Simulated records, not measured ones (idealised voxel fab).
process module | voxel capacitor over wiring
cross-section cut | 260 nm wide | cells 5 nm
A cross-section is a grid of square cells, given in bands from the top down. A band is one or more rows of cells.
Each band's line starts with the height of the band's top and of its bottom, in nm. Then come its materials from left to right, each with its width in nm. One material with "throughout" fills the band from edge to edge. "air" is empty space.
Height 0 is the level under which the wafer as received is all one material. The lowest band goes on downwards, as in "0 down".
A width such as "30 to 40" changes by the same amount from each row of cells to the next, from the band's top row to its bottom row.
"no change" after a step means that no cell of the cross-section changed.
closed voids: empty space of 8 cells or more with no open way to the top, each as width x height at its distance from the left edge, in nm
after a step's settings: what the simulator itself notes on the step
overlay nm, on a step with a mask: how far to the right of its planned place the mask lay; to the left if negative
plan
1 op RECEIVE | material Si
2 op CONFORMAL_DEP | material SiO2 | thk nm 10
3 op CONFORMAL_DEP | material SiN | thk nm 5
4 op DIRECTIONAL_DEP | material lowk | thk nm 15
5 op PATTERN | tone open | mask id METAL_1 | material resist | width nm 30 | pitch nm 90 | thk nm 15 | overlay nm 0
6 op DIRECTIONAL_ETCH | etch materials lowk | depth nm 15
7 op DIRECTIONAL_ETCH | etch materials SiN | depth nm 5
8 op STRIP | etch materials resist
9 op CONFORMAL_DEP | material TiN | thk nm 5
10 op FILL_DEP | material Cu | thk nm 10
11 op CMP | height nm 30
12 op CONFORMAL_DEP | material SiCN | thk nm 5
13 op DIRECTIONAL_DEP | material SiO2 | thk nm 10
14 op MASKED_ETCH | tone open | mask id PLUG_1 | width nm 15 | etch materials SiO2 | depth nm 10 | overlay nm 0
15 op MASKED_ETCH | tone open | mask id PLUG_1 | width nm 15 | etch materials SiCN | depth nm 5 | overlay nm 0
16 op EPI | material Ru | thk nm 10
17 op EPI | material Ru | thk nm 5
18 op DIRECTIONAL_DEP | material TiN | thk nm 10
19 op DIRECTIONAL_DEP | material HfO2 | thk nm 5
20 op DIRECTIONAL_DEP | material TiN | thk nm 5
21 op PATTERN | tone cover | mask id UPPER_PLATE | material resist | width nm 65 | thk nm 15 | overlay nm 0
22 op DIRECTIONAL_ETCH | etch materials TiN | depth nm 5
23 op DIRECTIONAL_ETCH | etch materials HfO2 | depth nm 5
24 op STRIP | etch materials resist
25 op DIRECTIONAL_DEP | material aC | thk nm 15
26 op PATTERN | tone cover | mask id LOWER_PLATE | material resist | width nm 75 | thk nm 35 | overlay nm 0
27 op DIRECTIONAL_ETCH | etch materials aC | depth nm 15
28 op STRIP | etch materials resist
29 op DIRECTIONAL_ETCH | etch materials TiN | depth nm 10
30 op STRIP | etch materials aC
31 op FILL_DEP | material SiO2 | thk nm 15
32 op CMP | height nm 75
33 op PATTERN | tone open | mask id PLUG_2 | material resist | width nm 15 | thk nm 15 | overlay nm 0
34 op DIRECTIONAL_ETCH | etch materials SiO2 | depth nm 10
35 op STRIP | etch materials resist
36 op CONFORMAL_DEP | material TiN | thk nm 5
37 op FILL_DEP | material Cu | thk nm 10
38 op CMP | height nm 75
39 op CONFORMAL_DEP | material SiN | thk nm 5
first wafer, as planned
as received, after step 1
  0 down: Si throughout
  closed voids: none
after step 2
  10 to 0: SiO2 throughout
  below 0: unchanged
after step 3
  15 to 10: SiN throughout
  below 10: unchanged
after step 4
  30 to 15: lowk throughout
  below 15: unchanged
after step 5
  45 to 30: resist 70 | air 30 | resist 60 | air 30 | resist 70
  below 30: unchanged
after step 6
  45 to 30: resist 70 | air 30 | resist 60 | air 30 | resist 70
  30 to 15: lowk 70 | air 30 | lowk 60 | air 30 | lowk 70
  below 15: unchanged
after step 7
  45 to 30: resist 70 | air 30 | resist 60 | air 30 | resist 70
  30 to 15: lowk 70 | air 30 | lowk 60 | air 30 | lowk 70
  15 to 10: SiN 70 | air 30 | SiN 60 | air 30 | SiN 70
  below 10: unchanged
after step 8
  30 to 15: lowk 70 | air 30 | lowk 60 | air 30 | lowk 70
  below 15: unchanged
after step 9
  35 to 30: TiN 75 | air 20 | TiN 70 | air 20 | TiN 75
  30 to 15: lowk 70 | TiN 5 | air 20 | TiN 5 | lowk 60 | TiN 5 | air 20 | TiN 5 | lowk 70
  15 to 10: SiN 70 | TiN 30 | SiN 60 | TiN 30 | SiN 70
  below 10: unchanged
after step 10
  45 to 35: Cu throughout
  35 to 30: TiN 75 | Cu 20 | TiN 70 | Cu 20 | TiN 75
  30 to 15: lowk 70 | TiN 5 | Cu 20 | TiN 5 | lowk 60 | TiN 5 | Cu 20 | TiN 5 | lowk 70
  below 15: unchanged
after step 11
  30 to 15: lowk 70 | TiN 5 | Cu 20 | TiN 5 | lowk 60 | TiN 5 | Cu 20 | TiN 5 | lowk 70
  below 15: unchanged
after step 12
  35 to 30: SiCN throughout
  below 30: unchanged
after step 13
  45 to 35: SiO2 throughout
  below 35: unchanged
after step 14
  45 to 35: SiO2 85 | air 15 | SiO2 160
  below 35: unchanged
after step 15
  45 to 35: SiO2 85 | air 15 | SiO2 160
  35 to 30: SiCN 85 | air 15 | SiCN 160
  below 30: unchanged
after step 16
  45 to 40: SiO2 85 | air 15 | SiO2 160
  40 to 35: SiO2 85 | Ru 15 | SiO2 160
  35 to 30: SiCN 85 | Ru 15 | SiCN 160
  below 30: unchanged
after step 17
  45 to 35: SiO2 85 | Ru 15 | SiO2 160
  below 35: unchanged
after step 18
  55 to 45: TiN throughout
  below 45: unchanged
after step 19
  60 to 55: HfO2 throughout
  below 55: unchanged
after step 20
  65 to 60: TiN throughout
  below 60: unchanged
after step 21
  80 to 65: air 85 | resist 65 | air 110
  below 65: unchanged
after step 22
  80 to 65: air 85 | resist 65 | air 110
  65 to 60: air 85 | TiN 65 | air 110
  below 60: unchanged
after step 23
  80 to 65: air 85 | resist 65 | air 110
  65 to 60: air 85 | TiN 65 | air 110
  60 to 55: air 85 | HfO2 65 | air 110
  below 55: unchanged
after step 24
  65 to 60: air 85 | TiN 65 | air 110
  below 60: unchanged
after step 25
  80 to 70: air 85 | aC 65 | air 110
  70 to 65: aC throughout
  65 to 60: aC 85 | TiN 65 | aC 110
  60 to 55: aC 85 | HfO2 65 | aC 110
  below 55: unchanged
after step 26
  115 to 80: air 80 | resist 75 | air 105
  80 to 70: air 80 | resist 5 | aC 65 | resist 5 | air 105
  below 70: unchanged
after step 27
  100 to 80: air 80 | resist 75 | air 105
  80 to 70: air 80 | resist 5 | aC 65 | resist 5 | air 105
  70 to 65: air 80 | aC 75 | air 105
  65 to 60: air 80 | aC 5 | TiN 65 | aC 5 | air 105
  60 to 55: air 80 | aC 5 | HfO2 65 | aC 5 | air 105
  below 55: unchanged
after step 28
  80 to 70: air 85 | aC 65 | air 110
  below 70: unchanged
after step 29
  80 to 70: air 85 | aC 65 | air 110
  70 to 65: air 80 | aC 75 | air 105
  65 to 60: air 80 | aC 5 | TiN 65 | aC 5 | air 105
  60 to 55: air 80 | aC 5 | HfO2 65 | aC 5 | air 105
  55 to 45: air 80 | TiN 75 | air 105
  below 45: unchanged
after step 30
  65 to 60: air 85 | TiN 65 | air 110
  60 to 55: air 85 | HfO2 65 | air 110
  below 55: unchanged
after step 31
  80 to 65: SiO2 throughout
  65 to 60: SiO2 85 | TiN 65 | SiO2 110
  60 to 55: SiO2 85 | HfO2 65 | SiO2 110
  55 to 45: SiO2 80 | TiN 75 | SiO2 105
  below 45: unchanged
after step 32
  75 to 65: SiO2 throughout
  below 65: unchanged
after step 33
  90 to 75: resist 95 | air 15 | resist 150
  below 75: unchanged
after step 34
  90 to 75: resist 95 | air 15 | resist 150
  75 to 65: SiO2 95 | air 15 | SiO2 150
  below 65: unchanged
after step 35
  75 to 65: SiO2 95 | air 15 | SiO2 150
  below 65: unchanged
after step 36
  80 to 75: TiN 100 | air 5 | TiN 155
  75 to 70: SiO2 95 | TiN 5 | air 5 | TiN 5 | SiO2 150
  70 to 60: SiO2 95 to 85 | TiN 15 to 65 | SiO2 150 to 110
  below 60: unchanged
after step 37
  90 to 80: Cu throughout
  80 to 75: TiN 100 | Cu 5 | TiN 155
  75 to 70: SiO2 95 | TiN 5 | Cu 5 | TiN 5 | SiO2 150
  below 70: unchanged
after step 38
  75 to 70: SiO2 95 | TiN 5 | Cu 5 | TiN 5 | SiO2 150
  below 70: unchanged
after step 39
  80 to 75: SiN throughout
  below 75: unchanged
second wafer: like start, like plan, one mistake. Through step 2 it matches the first wafer
when step 3 should have ended
  15 to 10: TiN throughout
  below 10: unchanged
when step 4 should have ended
  30 to 15: lowk throughout
  below 15: unchanged
when step 5 should have ended
  45 to 30: resist 70 | air 30 | resist 60 | air 30 | resist 70
  below 30: unchanged
when step 6 should have ended
  45 to 30: resist 70 | air 30 | resist 60 | air 30 | resist 70
  30 to 15: lowk 70 | air 30 | lowk 60 | air 30 | lowk 70
  below 15: unchanged
when step 7 should have ended: no change
when step 8 should have ended
  30 to 15: lowk 70 | air 30 | lowk 60 | air 30 | lowk 70
  below 15: unchanged
when step 9 should have ended
  35 to 30: TiN 75 | air 20 | TiN 70 | air 20 | TiN 75
  30 to 20: lowk 70 | TiN 5 | air 20 | TiN 5 | lowk 60 | TiN 5 | air 20 | TiN 5 | lowk 70
  20 to 15: lowk 70 | TiN 30 | lowk 60 | TiN 30 | lowk 70
  below 15: unchanged
when step 10 should have ended
  45 to 35: Cu throughout
  35 to 30: TiN 75 | Cu 20 | TiN 70 | Cu 20 | TiN 75
  30 to 20: lowk 70 | TiN 5 | Cu 20 | TiN 5 | lowk 60 | TiN 5 | Cu 20 | TiN 5 | lowk 70
  below 20: unchanged
when step 11 should have ended
  30 to 20: lowk 70 | TiN 5 | Cu 20 | TiN 5 | lowk 60 | TiN 5 | Cu 20 | TiN 5 | lowk 70
  below 20: unchanged
when step 12 should have ended
  35 to 30: SiCN throughout
  below 30: unchanged
when step 13 should have ended
  45 to 35: SiO2 throughout
  below 35: unchanged
when step 14 should have ended
  45 to 35: SiO2 85 | air 15 | SiO2 160
  below 35: unchanged
when step 15 should have ended
  45 to 35: SiO2 85 | air 15 | SiO2 160
  35 to 30: SiCN 85 | air 15 | SiCN 160
  below 30: unchanged
when step 16 should have ended
  45 to 40: SiO2 85 | air 15 | SiO2 160
  40 to 35: SiO2 85 | Ru 15 | SiO2 160
  35 to 30: SiCN 85 | Ru 15 | SiCN 160
  below 30: unchanged
when step 17 should have ended
  45 to 35: SiO2 85 | Ru 15 | SiO2 160
  below 35: unchanged
when step 18 should have ended
  55 to 45: TiN throughout
  below 45: unchanged
when step 19 should have ended
  60 to 55: HfO2 throughout
  below 55: unchanged
when step 20 should have ended
  65 to 60: TiN throughout
  below 60: unchanged
when step 21 should have ended
  80 to 65: air 85 | resist 65 | air 110
  below 65: unchanged
when step 22 should have ended
  80 to 65: air 85 | resist 65 | air 110
  65 to 60: air 85 | TiN 65 | air 110
  below 60: unchanged
when step 23 should have ended
  80 to 65: air 85 | resist 65 | air 110
  65 to 60: air 85 | TiN 65 | air 110
  60 to 55: air 85 | HfO2 65 | air 110
  below 55: unchanged
when step 24 should have ended
  65 to 60: air 85 | TiN 65 | air 110
  below 60: unchanged
when step 25 should have ended
  80 to 70: air 85 | aC 65 | air 110
  70 to 65: aC throughout
  65 to 60: aC 85 | TiN 65 | aC 110
  60 to 55: aC 85 | HfO2 65 | aC 110
  below 55: unchanged
when step 26 should have ended
  115 to 80: air 80 | resist 75 | air 105
  80 to 70: air 80 | resist 5 | aC 65 | resist 5 | air 105
  below 70: unchanged
when step 27 should have ended
  100 to 80: air 80 | resist 75 | air 105
  80 to 70: air 80 | resist 5 | aC 65 | resist 5 | air 105
  70 to 65: air 80 | aC 75 | air 105
  65 to 60: air 80 | aC 5 | TiN 65 | aC 5 | air 105
  60 to 55: air 80 | aC 5 | HfO2 65 | aC 5 | air 105
  below 55: unchanged
when step 28 should have ended
  80 to 70: air 85 | aC 65 | air 110
  below 70: unchanged
when step 29 should have ended
  80 to 70: air 85 | aC 65 | air 110
  70 to 65: air 80 | aC 75 | air 105
  65 to 60: air 80 | aC 5 | TiN 65 | aC 5 | air 105
  60 to 55: air 80 | aC 5 | HfO2 65 | aC 5 | air 105
  55 to 45: air 80 | TiN 75 | air 105
  below 45: unchanged
when step 30 should have ended
  65 to 60: air 85 | TiN 65 | air 110
  60 to 55: air 85 | HfO2 65 | air 110
  below 55: unchanged
when step 31 should have ended
  80 to 65: SiO2 throughout
  65 to 60: SiO2 85 | TiN 65 | SiO2 110
  60 to 55: SiO2 85 | HfO2 65 | SiO2 110
  55 to 45: SiO2 80 | TiN 75 | SiO2 105
  below 45: unchanged
when step 32 should have ended
  75 to 65: SiO2 throughout
  below 65: unchanged
when step 33 should have ended
  90 to 75: resist 95 | air 15 | resist 150
  below 75: unchanged
when step 34 should have ended
  90 to 75: resist 95 | air 15 | resist 150
  75 to 65: SiO2 95 | air 15 | SiO2 150
  below 65: unchanged
when step 35 should have ended
  75 to 65: SiO2 95 | air 15 | SiO2 150
  below 65: unchanged
when step 36 should have ended
  80 to 75: TiN 100 | air 5 | TiN 155
  75 to 70: SiO2 95 | TiN 5 | air 5 | TiN 5 | SiO2 150
  70 to 60: SiO2 95 to 85 | TiN 15 to 65 | SiO2 150 to 110
  below 60: unchanged
when step 37 should have ended
  90 to 80: Cu throughout
  80 to 75: TiN 100 | Cu 5 | TiN 155
  75 to 70: SiO2 95 | TiN 5 | Cu 5 | TiN 5 | SiO2 150
  below 70: unchanged
when step 38 should have ended
  75 to 70: SiO2 95 | TiN 5 | Cu 5 | TiN 5 | SiO2 150
  below 70: unchanged
when step 39 should have ended
  80 to 75: SiN throughout
  below 75: unchanged
what went wrong: step 3 ran as: op CONFORMAL_DEP | material TiN | thk nm 5
at the end the second wafer has, in cells: 8 fewer of Cu | 40 fewer of SiN | 48 more of TiN
